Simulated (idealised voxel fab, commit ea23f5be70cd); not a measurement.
process module | voxel trench capacitor
cross-section cut | 165 nm wide | cells 5 nm
A cross-section is a grid of square cells, given in bands from the top down. A band is one or more rows of cells.
Each band's line starts with the height of the band's top and of its bottom, in nm. Then come its materials from left to right, each with its width in nm. One material with "throughout" fills the band from edge to edge. "air" is empty space.
Height 0 is the level under which the wafer as received is all one material. The lowest band goes on downwards, as in "0 down".
A width such as "30 to 40" changes by the same amount from each row of cells to the next, from the band's top row to its bottom row.
"no change" after a step means that no cell of the cross-section changed.
closed voids: empty space of 8 cells or more with no open way to the top, each as width x height at its distance from the left edge, in nm
after a step's settings: what the simulator itself notes on the step
overlay nm, on a step with a mask: how far to the right of its planned place the mask lay; to the left if negative
plan
1 op RECEIVE | material Si
2 op CONFORMAL_DEP | material SiN | thk nm 10
3 op MASKED_ETCH | tone open | mask id TRENCH | width nm 30 | pitch nm 50 | etch materials SiN | depth nm 10 | overlay nm 0
4 op MASKED_ETCH | tone open | mask id TRENCH | width nm 30 | pitch nm 50 | etch materials Si | depth nm 25 | overlay nm 0
5 op CONFORMAL_DEP | material Al2O3 | thk nm 5
6 op CONFORMAL_DEP | material TiN | thk nm 5
7 op FILL_DEP | material W | thk nm 10
8 op CMP | height nm 10
first wafer, as planned
as received, after step 1
  0 down: Si throughout
  closed voids: none
after step 2
  10 to 0: SiN throughout
  below 0: unchanged
after step 3
  10 to 0: SiN 15 | air 30 | SiN 20 | air 30 | SiN 20 | air 30 | SiN 20
  below 0: unchanged
after step 4
  10 to 0: SiN 15 | air 30 | SiN 20 | air 30 | SiN 20 | air 30 | SiN 20
  0 to -25: Si 15 | air 30 | Si 20 | air 30 | Si 20 | air 30 | Si 20
  below -25: unchanged
after step 5
  15 to 10: Al2O3 20 | air 20 | Al2O3 30 | air 20 | Al2O3 30 | air 20 | Al2O3 25
  10 to 0: SiN 15 | Al2O3 5 | air 20 | Al2O3 5 | SiN 20 | Al2O3 5 | air 20 | Al2O3 5 | SiN 20 | Al2O3 5 | air 20 | Al2O3 5 | SiN 20
  0 to -20: Si 15 | Al2O3 5 | air 20 | Al2O3 5 | Si 20 | Al2O3 5 | air 20 | Al2O3 5 | Si 20 | Al2O3 5 | air 20 | Al2O3 5 | Si 20
  -20 to -25: Si 15 | Al2O3 30 | Si 20 | Al2O3 30 | Si 20 | Al2O3 30 | Si 20
  below -25: unchanged
after step 6
  20 to 15: TiN 25 | air 10 | TiN 40 | air 10 | TiN 40 | air 10 | TiN 30
  15 to 10: Al2O3 20 | TiN 5 | air 10 | TiN 5 | Al2O3 30 | TiN 5 | air 10 | TiN 5 | Al2O3 30 | TiN 5 | air 10 | TiN 5 | Al2O3 25
  10 to 0: SiN 15 | Al2O3 5 | TiN 5 | air 10 | TiN 5 | Al2O3 5 | SiN 20 | Al2O3 5 | TiN 5 | air 10 | TiN 5 | Al2O3 5 | SiN 20 | Al2O3 5 | TiN 5 | air 10 | TiN 5 | Al2O3 5 | SiN 20
  0 to -15: Si 15 | Al2O3 5 | TiN 5 | air 10 | TiN 5 | Al2O3 5 | Si 20 | Al2O3 5 | TiN 5 | air 10 | TiN 5 | Al2O3 5 | Si 20 | Al2O3 5 | TiN 5 | air 10 | TiN 5 | Al2O3 5 | Si 20
  -15 to -20: Si 15 | Al2O3 5 | TiN 20 | Al2O3 5 | Si 20 | Al2O3 5 | TiN 20 | Al2O3 5 | Si 20 | Al2O3 5 | TiN 20 | Al2O3 5 | Si 20
  below -20: unchanged
after step 7
  30 to 20: W throughout
  20 to 15: TiN 25 | W 10 | TiN 40 | W 10 | TiN 40 | W 10 | TiN 30
  15 to 10: Al2O3 20 | TiN 5 | W 10 | TiN 5 | Al2O3 30 | TiN 5 | W 10 | TiN 5 | Al2O3 30 | TiN 5 | W 10 | TiN 5 | Al2O3 25
  10 to 0: SiN 15 | Al2O3 5 | TiN 5 | W 10 | TiN 5 | Al2O3 5 | SiN 20 | Al2O3 5 | TiN 5 | W 10 | TiN 5 | Al2O3 5 | SiN 20 | Al2O3 5 | TiN 5 | W 10 | TiN 5 | Al2O3 5 | SiN 20
  0 to -15: Si 15 | Al2O3 5 | TiN 5 | W 10 | TiN 5 | Al2O3 5 | Si 20 | Al2O3 5 | TiN 5 | W 10 | TiN 5 | Al2O3 5 | Si 20 | Al2O3 5 | TiN 5 | W 10 | TiN 5 | Al2O3 5 | Si 20
  below -15: unchanged
after step 8
  10 to 0: SiN 15 | Al2O3 5 | TiN 5 | W 10 | TiN 5 | Al2O3 5 | SiN 20 | Al2O3 5 | TiN 5 | W 10 | TiN 5 | Al2O3 5 | SiN 20 | Al2O3 5 | TiN 5 | W 10 | TiN 5 | Al2O3 5 | SiN 20
  below 0: unchanged
second wafer: like start, like plan, one mistake. Through step 2 it matches the first wafer
when step 3 should have ended
  10 to 0: SiN 20 | air 30 | SiN 20 | air 30 | SiN 20 | air 30 | SiN 15
  below 0: unchanged
when step 4 should have ended
  10 to 0: SiN 20 | air 30 | SiN 20 | air 30 | SiN 20 | air 30 | SiN 15
  0 to -25: Si 20 | air 25 | Si 25 | air 25 | Si 25 | air 25 | Si 20
  below -25: unchanged
when step 5 should have ended
  15 to 10: Al2O3 25 | air 20 | Al2O3 30 | air 20 | Al2O3 30 | air 20 | Al2O3 20
  10 to 0: SiN 20 | Al2O3 5 | air 20 to 15 | Al2O3 5 to 10 | SiN 20 | Al2O3 5 | air 20 to 15 | Al2O3 5 to 10 | SiN 20 | Al2O3 5 | air 20 to 15 | Al2O3 5 to 10 | SiN 15
  0 to -20: Si 20 | Al2O3 5 | air 15 | Al2O3 5 | Si 25 | Al2O3 5 | air 15 | Al2O3 5 | Si 25 | Al2O3 5 | air 15 | Al2O3 5 | Si 20
  -20 to -25: Si 20 | Al2O3 25 | Si 25 | Al2O3 25 | Si 25 | Al2O3 25 | Si 20
  below -25: unchanged
when step 6 should have ended
  20 to 15: TiN 30 | air 10 | TiN 40 | air 10 | TiN 40 | air 10 | TiN 25
  15 to 10: Al2O3 25 | TiN 5 | air 10 | TiN 5 | Al2O3 30 | TiN 5 | air 10 | TiN 5 | Al2O3 30 | TiN 5 | air 10 | TiN 5 | Al2O3 20
  10 to 0: SiN 20 | Al2O3 5 | TiN 5 | air 5 | TiN 10 to 5 | Al2O3 5 to 10 | SiN 20 | Al2O3 5 | TiN 5 | air 5 | TiN 10 to 5 | Al2O3 5 to 10 | SiN 20 | Al2O3 5 | TiN 5 | air 5 | TiN 10 to 5 | Al2O3 5 to 10 | SiN 15
  0 to -15: Si 20 | Al2O3 5 | TiN 5 | air 5 | TiN 5 | Al2O3 5 | Si 25 | Al2O3 5 | TiN 5 | air 5 | TiN 5 | Al2O3 5 | Si 25 | Al2O3 5 | TiN 5 | air 5 | TiN 5 | Al2O3 5 | Si 20
  -15 to -20: Si 20 | Al2O3 5 | TiN 15 | Al2O3 5 | Si 25 | Al2O3 5 | TiN 15 | Al2O3 5 | Si 25 | Al2O3 5 | TiN 15 | Al2O3 5 | Si 20
  below -20: unchanged
when step 7 should have ended
  30 to 20: W throughout
  20 to 15: TiN 30 | W 10 | TiN 40 | W 10 | TiN 40 | W 10 | TiN 25
  15 to 10: Al2O3 25 | TiN 5 | W 10 | TiN 5 | Al2O3 30 | TiN 5 | W 10 | TiN 5 | Al2O3 30 | TiN 5 | W 10 | TiN 5 | Al2O3 20
  10 to 0: SiN 20 | Al2O3 5 | TiN 5 | W 5 | TiN 10 to 5 | Al2O3 5 to 10 | SiN 20 | Al2O3 5 | TiN 5 | W 5 | TiN 10 to 5 | Al2O3 5 to 10 | SiN 20 | Al2O3 5 | TiN 5 | W 5 | TiN 10 to 5 | Al2O3 5 to 10 | SiN 15
  0 to -15: Si 20 | Al2O3 5 | TiN 5 | W 5 | TiN 5 | Al2O3 5 | Si 25 | Al2O3 5 | TiN 5 | W 5 | TiN 5 | Al2O3 5 | Si 25 | Al2O3 5 | TiN 5 | W 5 | TiN 5 | Al2O3 5 | Si 20
  below -15: unchanged
when step 8 should have ended
  10 to 0: SiN 20 | Al2O3 5 | TiN 5 | W 5 | TiN 10 to 5 | Al2O3 5 to 10 | SiN 20 | Al2O3 5 | TiN 5 | W 5 | TiN 10 to 5 | Al2O3 5 to 10 | SiN 20 | Al2O3 5 | TiN 5 | W 5 | TiN 10 to 5 | Al2O3 5 to 10 | SiN 15
  below 0: unchanged
what went wrong: step 3 ran as: op MASKED_ETCH | tone open | mask id TRENCH | width nm 30 | pitch nm 50 | etch materials SiN | depth nm 10 | overlay nm 5
at the end the second wafer has, in cells: 15 more of Si | 15 fewer of W
